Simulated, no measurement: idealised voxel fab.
The process module that follows is named voxel released beams.
Cross-section cut spans 185 nm and uses square cells 5 nm in size.
The cross-sections in this document take the form of a grid made of square cells. They are written out as bands, in order from top to bottom. Each band consists of one or more rows of cells.
Top height, bottom height, nm. Materials left to right, width each, nm. Single material + "throughout" = fills band edge to edge. "blank" = empty.
A quick word on heights: they are counted from 0, and under that level the wafer as it came to us is one material throughout. The lowest band is different from the rest in having no bottom; it simply continues downward, written as in "from 0 down".
Read "30 to 40" as a graded width: first number on top, second number at the bottom, same change between each pair of neighbouring rows.
It should be understood that the words "remained the same", when stated for a given step, signify that the cross-section underwent no change in any of its cells during that step.
The entry titled "Sealed void inventory" provides the empty spaces that have no open way to the top, restricted to those of 8 cells or more. Each is presented as width x height at distance, the distance being measured from the left edge, with all three in nm.
Note: text after step settings on the step line = simulator remark on that step.
"overlay nm" denotes, for a step that has a mask, the displacement of the mask to the right of its planned place, with negative values corresponding to the left.
### These are the steps we planned for the process
step 1: RECEIVE,material Si
step 2: CONFORMAL_DEP,material SiN,thk nm 5
step 3: DIRECTIONAL_DEP,material SiO2,thk nm 15
step 4: PATTERN,tone open,mask id ANCHOR,material resist,width nm 30,thk nm 20,overlay nm 0
step 5: DIRECTIONAL_ETCH,etch materials SiO2,depth nm 15
step 6: STRIP,etch materials resist
step 7: CONFORMAL_DEP,material TiN,thk nm 10
step 8: MASKED_ETCH,tone cover,mask id BEAM,width nm 95,etch materials TiN,depth nm 10,overlay nm 0
step 9: STRIP,etch materials SiO2
### Wafer as received: cross-section following step 1
from 0 down: Si throughout
Sealed void inventory: none
### Cross-sectional image of the first of two wafers at the end of the module, the run having proceeded as planned
from 30 to 20: blank 40 nm; TiN 15 nm; blank 10 nm; TiN 70 nm; blank 50 nm
from 20 to 15: blank 45 nm; TiN 10 nm; blank 10 nm; TiN 10 nm; blank 110 nm
from 15 to 5: blank 45 nm; TiN 30 nm; blank 110 nm
from 5 to 0: SiN throughout
from 0 down: Si throughout
Sealed void inventory: none
### Second wafer through the module, sectioned at the end: same beginning and same plan as the first wafer, with one mistake in carrying it out
from 30 to 20: blank 40 nm; TiN 45 nm; blank 100 nm
from 20 to 15: blank 35 nm; TiN 10 nm; SiO2 30 nm; TiN 10 nm; blank 100 nm
from 15 to 5: blank 35 nm; TiN 10 nm; SiO2 30 nm; TiN 60 nm; blank 50 nm
from 5 to 0: SiN throughout
from 0 down: Si throughout
Sealed void inventory: none
Here's what went sideways: step 4 ran differently from the plan; actual operation with settings: PATTERN,tone cover,mask id ANCHOR,material resist,width nm 30,thk nm 20,overlay nm 0
It is noted that, at the conclusion of processing, the second wafer exhibits a higher or lower cell count for certain materials relative to the first: 18 more of SiO2
